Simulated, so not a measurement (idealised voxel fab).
Presented below is a process module, voxel spacer lines.
FYI the section here is cut, 165 nm wide, cells are 5 nm squares.
Think of the cross-section as a grid of square cells. We describe it in bands, top to bottom, and each band covers one or more rows of those cells.
Band: top and bottom heights (nm) first, top before bottom; then materials from left to right, widths in nm. "throughout" marks a sole material filling the band edge to edge. "empty" denotes empty space.
Height datum 0, below which the as-received substrate wafer is one material. Lowest band open at the bottom, running downward: "0 down".
Note: "30->40" means the width goes from the first number (top row of the band) to the second number (bottom row) in equal steps per row of cells.
What does "left unchanged" mean for a step? It means no cell of the cross-section changed in that step.
Voids lacking openings: empty space of 8 cells or more with no open way to the top, each as width x height at its distance from the left edge, in nm
If you see something after the settings on a step's line, that's the simulator's own remark about that step.
overlay nm, on a step with a mask: how far to the right of its planned place the mask lay; to the left if negative
STEPS PLANNED FOR THE PROCESS
1: RECEIVE: material Si
2: CONFORMAL_DEP: material SiO2, thk nm 5
3: DIRECTIONAL_DEP: material W, thk nm 20
4: DIRECTIONAL_DEP: material polySi, thk nm 30
5: PATTERN: tone cover, mask id MANDREL, material resist, width nm 20, pitch nm 60, thk nm 40, overlay nm -15
6: DIRECTIONAL_ETCH: etch materials polySi, depth nm 30
7: STRIP: etch materials resist
8: CONFORMAL_DEP: material SiN, thk nm 10
9: DIRECTIONAL_ETCH: etch materials SiN, depth nm 10
10: STRIP: etch materials polySi
11: DIRECTIONAL_ETCH: etch materials W, depth nm 20
12: STRIP: etch materials SiN
Variable across wafers: step 5 overlay nm (plan value is that of the first wafer; starting state common to all).
AS-RECEIVED STATE AFTER STEP 1, FIRST OF SEVERAL WAFERS, CROSS-SECTION
    0 down = Si throughout
    Voids lacking openings: none
THE FOLLOWING TABLE CONTAINS A ROW PER WAFER, IN WHICH ARE REPORTED, AT THE CONCLUSION OF THE MODULE, THE CELLS OF EACH MATERIAL GAINED (+) OR LOST (-) SINCE THE WAFER'S RECEIPT, WITH ITS CLOSED VOIDS GIVEN THEREAFTER
overlay nm -15; +33 SiO2; +32 W; Voids lacking openings: none
overlay nm -10; +33 SiO2; +32 W; Voids lacking openings: none
overlay nm -5; +33 SiO2; +32 W; Voids lacking openings: none
overlay nm 0; +33 SiO2; +32 W; Voids lacking openings: none
overlay nm 5; +33 SiO2; +32 W; Voids lacking openings: none
overlay nm 10; +33 SiO2; +32 W; Voids lacking openings: none
overlay nm 15; +33 SiO2; +32 W; Voids lacking openings: none
